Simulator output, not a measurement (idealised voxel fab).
A process module follows: voxel plated lines.
Each square cell in cross-section cut measures 5 nm, and the section as a whole is 230 nm wide.
If you're reading a cross-section in this doc, picture square cells in a grid; it comes to you as bands, top ones listed first down to the bottom, and a band can be one or more rows of cells. Per band: top height and bottom height in nm, followed by the left-to-right materials and their widths in nm; "throughout" marks a single material spanning edge to edge, "empty" marks empty space. Heights are measured from 0, the level below which the as-received wafer is all one material; the lowest band has no bottom and continues downward, written as in "0 and below". Note: "30 to 40" means the width goes from the first number (top row of the band) to the second number (bottom row) in equal steps per row of cells. Basically "stayed the same" means that step didn't change any cell in the cross-section. In the "Closed void list" entry, you get each enclosed empty space of 8 cells or more, one with no open way to the top, written width x height at distance, distance from the left edge, in nm. Formally, on a step line, whatever follows the settings is a remark that the simulator itself makes on the step. What "overlay nm" on a step's line means: if the step has a mask, that mask lay this far to the right of its planned place, or, when the value is negative, to the left.
[The process steps that were planned are listed below]
| 1 | op RECEIVE | material Si |
| 2 | op CONFORMAL_DEP | material SiN | thk nm 15 |
| 3 | op DIRECTIONAL_DEP | material TiN | thk nm 5 |
| 4 | op PATTERN | tone open | mask id LINES | material resist | width nm 15 | pitch nm 35 | thk nm 20 | overlay nm 0 |
| 5 | op EPI | material Ru | thk nm 5 |
| 6 | op STRIP | etch materials resist |
| 7 | op DIRECTIONAL_ETCH | etch materials TiN | depth nm 5 |
| 8 | op CONFORMAL_DEP | material SiN | thk nm 10 |
[Here's what the wafer looked like in cross-section when it arrived - that's after step 1]
    0 and below | Si throughout
    Closed void list: none
[Looking at the first of two wafers in cross-section at end of module - ran to plan]
    35 down to 25 | 45 empty, 140 SiN, 45 empty
    25 down to 20 | 55 SiN, 15 Ru, 20 SiN, 15 Ru, 20 SiN, 15 Ru, 20 SiN, 15 Ru, 55 SiN
    20 down to 15 | 55 SiN, 15 TiN, 20 SiN, 15 TiN, 20 SiN, 15 TiN, 20 SiN, 15 TiN, 55 SiN
    15 down to 0 | SiN throughout
    0 and below | Si throughout
    Closed void list: none
[Same start, same plan as the first wafer - but one mistake in the run. Cross-section of the second of the two at the end of the module]
    30 down to 20 | SiN throughout
    20 down to 15 | TiN throughout
    15 down to 0 | SiN throughout
    0 and below | Si throughout
    Closed void list: none
Nonconformance to the process plan: the process deviated at step 7: the operation and settings actually run there were op DIRECTIONAL_ETCH | etch materials Ru | depth nm 5
Final comparison by cell count, materials where the second wafer has more or fewer than the first: -12 Ru, -32 SiN, +34 TiN
